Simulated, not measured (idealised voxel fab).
Process module, titled voxel self aligned vias
The cross-section shown here is cut; it is 270 nm wide and divided into square cells measuring 5 nm on a side.
Reading order for cross-sections: top band down to bottom band. Underlying form: a grid of square cells. Band size: one or more rows of cells. Band: top height; bottom height; in nm. Then, left to right: material with width in nm, for each material. "full width": a single material spanning edge to edge. "empty": empty space. Heights are reckoned from 0. Under this level, the received wafer is all of one material. The bottommost band is open-ended downward, for example "0 -> down". Note: "30->40" means the width goes from the first number (top row of the band) to the second number (bottom row) in equal steps per row of cells. Step note "left unchanged" = no cross-section cell changed. "Sealed internal cavities" - sealed voids, min. 8 cells, no opening to top; format: width x height at distance (distance from left edge; nm throughout). That trailing text on a step's line, after the settings, is the simulator's own remark on the step. You can add "overlay nm" to a step's line. For a step with a mask, it describes how far the mask lay to the right of its planned position, and a negative number describes a lay to the left.

Process steps foreseen in the plan
- 1: op RECEIVE | material Si
- 2: op CONFORMAL_DEP | material SiO2 | thk nm 10
- 3: op CONFORMAL_DEP | material SiCN | thk nm 5
- 4: op DIRECTIONAL_DEP | material SiO2 | thk nm 30
- 5: op PATTERN | tone open | mask id LINES | material resist | width nm 20 | pitch nm 55 | thk nm 15 | overlay nm -15
- 6: op DIRECTIONAL_ETCH | etch materials SiO2 | depth nm 30
- 7: op STRIP | etch materials resist
- 8: op CONFORMAL_DEP | material TiN | thk nm 5
- 9: op FILL_DEP | material W | thk nm 10
- 10: op CMP | height nm 45
- 11: op SELECTIVE_ETCH | etch materials W Ru TiN | depth nm 5
- 12: op FILL_DEP | material SiN | thk nm 5
- 13: op CMP | height nm 45
- 14: op DIRECTIONAL_DEP | material SiO2 | thk nm 15
- 15: op DIRECTIONAL_DEP | material aC | thk nm 10
- 16: op PATTERN | tone open | mask id VIAS | material resist | width nm 40 | pitch nm 110 | thk nm 25 | overlay nm 0
- 17: op DIRECTIONAL_ETCH | etch materials aC | depth nm 10
- 18: op STRIP | etch materials resist
- 19: op DIRECTIONAL_ETCH | etch materials SiO2 | depth nm 15
- 20: op DIRECTIONAL_ETCH | etch materials SiN | depth nm 5
- 21: op STRIP | etch materials aC
- 22: op CONFORMAL_DEP | material TiN | thk nm 5
- 23: op FILL_DEP | material Cu | thk nm 5
- 24: op CMP | height nm 60
- 25: op CONFORMAL_DEP | material SiN | thk nm 5
Don't read the plan's overlay nm for step 5 as applying to every wafer: that's the first wafer's value, and the wafers differ in it, though they all start identical.

The first of several wafers as received, shown in cross-section; this is its state after step 1
	0 -> down  Si full width
	Sealed internal cavities: none

Cross-section after step 25, the final step of the module, for the first of several wafers
	65 -> 60  SiN full width
	60 -> 50  60 SiO2; 5 TiN; 30 Cu; 5 TiN; 70 SiO2; 5 TiN; 30 Cu; 5 TiN; 60 SiO2
	50 -> 45  60 SiO2; 5 TiN; 5 Cu; 30 TiN; 70 SiO2; 5 TiN; 5 Cu; 30 TiN; 60 SiO2
	45 -> 40  55 SiO2; 5 SiN; 15 TiN; 35 SiO2; 20 SiN; 35 SiO2; 5 SiN; 15 TiN; 85 SiO2
	40 -> 20  55 SiO2; 5 TiN; 10 W; 5 TiN; 35 SiO2; 5 TiN; 10 W; 5 TiN; 35 SiO2; 5 TiN; 10 W; 5 TiN; 85 SiO2
	20 -> 15  55 SiO2; 20 TiN; 35 SiO2; 20 TiN; 35 SiO2; 20 TiN; 85 SiO2
	15 -> 10  SiCN full width
	10 -> 0  SiO2 full width
	0 -> down  Si full width
	Sealed internal cavities: none

Cross-section, module end, final of several wafers
	65 -> 60  SiN full width
	60 -> 50  60 SiO2; 5 TiN; 30 Cu; 5 TiN; 70 SiO2; 5 TiN; 30 Cu; 5 TiN; 60 SiO2
	50 -> 45  60 SiO2; 30 TiN; 5 Cu; 5 TiN; 70 SiO2; 30 TiN; 5 Cu; 5 TiN; 60 SiO2
	45 -> 40  85 SiO2; 15 TiN; 5 SiN; 35 SiO2; 20 SiN; 35 SiO2; 15 TiN; 5 SiN; 55 SiO2
	40 -> 20  85 SiO2; 5 TiN; 10 W; 5 TiN; 35 SiO2; 5 TiN; 10 W; 5 TiN; 35 SiO2; 5 TiN; 10 W; 5 TiN; 55 SiO2
	20 -> 15  85 SiO2; 20 TiN; 35 SiO2; 20 TiN; 35 SiO2; 20 TiN; 55 SiO2
	15 -> 10  SiCN full width
	10 -> 0  SiO2 full width
	0 -> down  Si full width
	Sealed internal cavities: none

Table: wafers, a row each; end-of-module cell change per material since receipt, gain (+), loss (-); then closed voids
overlay nm -15; +26 Cu; +54 SiCN; +60 SiN; +474 SiO2; +64 TiN; +24 W; Sealed internal cavities: none
overlay nm -10; +28 Cu; +54 SiCN; +58 SiN; +474 SiO2; +64 TiN; +24 W; Sealed internal cavities: none
overlay nm -5; +28 Cu; +54 SiCN; +58 SiN; +474 SiO2; +64 TiN; +24 W; Sealed internal cavities: none
overlay nm 0; +28 Cu; +54 SiCN; +58 SiN; +474 SiO2; +64 TiN; +24 W; Sealed internal cavities: none
overlay nm 5; +28 Cu; +54 SiCN; +58 SiN; +474 SiO2; +64 TiN; +24 W; Sealed internal cavities: none
overlay nm 10; +28 Cu; +54 SiCN; +58 SiN; +474 SiO2; +64 TiN; +24 W; Sealed internal cavities: none
overlay nm 15; +26 Cu; +54 SiCN; +60 SiN; +474 SiO2; +64 TiN; +24 W; Sealed internal cavities: none
